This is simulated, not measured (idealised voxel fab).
process module | voxel gate over fins
cross-section cut | 255 nm wide | cells 5 nm
A cross-section is a grid of square cells, given in bands from the top down. A band is one or more rows of cells.
Each band's line starts with the height of the band's top and of its bottom, in nm. Then come its materials from left to right, each with its width in nm. One material with "throughout" fills the band from edge to edge. "air" is empty space.
Height 0 is the level under which the wafer as received is all one material. The lowest band goes on downwards, as in "0 down".
A width such as "30 to 40" changes by the same amount from each row of cells to the next, from the band's top row to its bottom row.
"no change" after a step means that no cell of the cross-section changed.
closed voids: empty space of 8 cells or more with no open way to the top, each as width x height at its distance from the left edge, in nm
after a step's settings: what the simulator itself notes on the step
overlay nm, on a step with a mask: how far to the right of its planned place the mask lay; to the left if negative
plan
1 op RECEIVE | material Si
2 op CONFORMAL_DEP | material SiN | thk nm 5
3 op DIRECTIONAL_DEP | material aC | thk nm 15
4 op PATTERN | tone cover | mask id FINS | material resist | width nm 15 | pitch nm 50 | thk nm 30 | overlay nm 0
5 op DIRECTIONAL_ETCH | etch materials aC | depth nm 15
6 op STRIP | etch materials resist
7 op DIRECTIONAL_ETCH | etch materials SiN | depth nm 5
8 op DIRECTIONAL_ETCH | etch materials Si | depth nm 40
9 op STRIP | etch materials aC
10 op OXIDIZE | depth nm 5
11 op FILL_DEP | material SiO2 | thk nm 15
12 op CMP | height nm 5
13 op PATTERN | tone open | mask id RAIL | material resist | width nm 15 | thk nm 15 | overlay nm 0
14 op DIRECTIONAL_ETCH | etch materials SiO2 | depth nm 40
15 op STRIP | etch materials resist
16 op CONFORMAL_DEP | material TiN | thk nm 5
17 op FILL_DEP | material Ru | thk nm 10
18 op CMP | height nm 5
19 op SELECTIVE_ETCH | etch materials W Ru TiN | depth nm 25
20 op FILL_DEP | material SiO2 | thk nm 5
21 op CMP | height nm 5
22 op SELECTIVE_ETCH | etch materials SiO2 | depth nm 15
23 op STRIP | etch materials SiN
24 op CONFORMAL_DEP | material HfO2 | thk nm 5
25 op CONFORMAL_DEP | material TiN | thk nm 5
26 op CONFORMAL_DEP | material TiAl | thk nm 5
27 op CONFORMAL_DEP | material TiN | thk nm 5
28 op FILL_DEP | material W | thk nm 10
29 op CMP | height nm 25
30 op CONFORMAL_DEP | material SiN | thk nm 5
as received, after step 1
  0 down: Si throughout
  closed voids: none
a wafer at the end: this start, this plan, one mistake
  30 to 25: SiN throughout
  25 to 20: W throughout
  20 to 15: W 55 | TiN 45 | W 5 | TiN 45 | W 5 | TiN 45 | W 55
  15 to 10: W 55 | TiN 5 | TiAl 35 | TiN 5 | W 5 | TiN 5 | TiAl 35 | TiN 5 | W 5 | TiN 5 | TiAl 35 | TiN 5 | W 55
  10 to 5: W 55 | TiN 5 | TiAl 5 | TiN 25 | TiAl 5 | TiN 5 | W 5 | TiN 5 | TiAl 5 | TiN 25 | TiAl 5 | TiN 5 | W 5 | TiN 5 | TiAl 5 | TiN 25 | TiAl 5 | TiN 5 | W 55
  5 to 0: W 55 | TiN 5 | TiAl 5 | TiN 5 | HfO2 15 | TiN 5 | TiAl 5 | TiN 5 | W 5 | TiN 5 | TiAl 5 | TiN 5 | HfO2 15 | TiN 5 | TiAl 5 | TiN 5 | W 5 | TiN 5 | TiAl 5 | TiN 5 | HfO2 15 | TiN 5 | TiAl 5 | TiN 5 | W 55
  0 to -5: W 55 | TiN 5 | TiAl 5 | TiN 5 | HfO2 5 | Si 5 | HfO2 5 | TiN 5 | TiAl 5 | TiN 15 | TiAl 5 | TiN 5 | HfO2 5 | Si 5 | HfO2 5 | TiN 5 | TiAl 5 | TiN 5 | W 5 | TiN 5 | TiAl 5 | TiN 5 | HfO2 5 | Si 5 | HfO2 5 | TiN 5 | TiAl 5 | TiN 5 | W 55
  -5 to -10: TiN 60 | TiAl 5 | TiN 5 | HfO2 5 | Si 5 | HfO2 5 | TiN 5 | TiAl 25 | TiN 5 | HfO2 5 | Si 5 | HfO2 5 | TiN 5 | TiAl 5 | TiN 15 | TiAl 5 | TiN 5 | HfO2 5 | Si 5 | HfO2 5 | TiN 5 | TiAl 5 | TiN 60
  -10 to -15: TiAl 65 | TiN 5 | HfO2 5 | Si 5 | HfO2 5 | TiN 35 | HfO2 5 | Si 5 | HfO2 5 | TiN 5 | TiAl 25 | TiN 5 | HfO2 5 | Si 5 | HfO2 5 | TiN 5 | TiAl 65
  -15 to -20: TiN 70 | HfO2 5 | Si 5 | HfO2 5 | TiN 5 | HfO2 25 | TiN 5 | HfO2 5 | Si 5 | HfO2 5 | TiN 35 | HfO2 5 | Si 5 | HfO2 5 | TiN 70
  -20 to -25: HfO2 75 | Si 5 | HfO2 15 | TiN 5 | Ru 5 | TiN 5 | HfO2 15 | Si 5 | HfO2 45 | Si 5 | HfO2 75
  -25 to -30: SiO2 75 | Si 5 | SiO2 15 | TiN 5 | Ru 5 | TiN 5 | SiO2 15 | Si 5 | SiO2 45 | Si 5 | SiO2 75
  -30 to -35: SiO2 75 | Si 5 | SiO2 15 | TiN 15 | SiO2 15 | Si 5 | SiO2 45 | Si 5 | SiO2 75
  -35 to -45: SiO2 75 | Si 5 | SiO2 45 | Si 5 | SiO2 45 | Si 5 | SiO2 75
  -45 down: Si throughout
  closed voids: none
what went wrong: step 22 was run twice
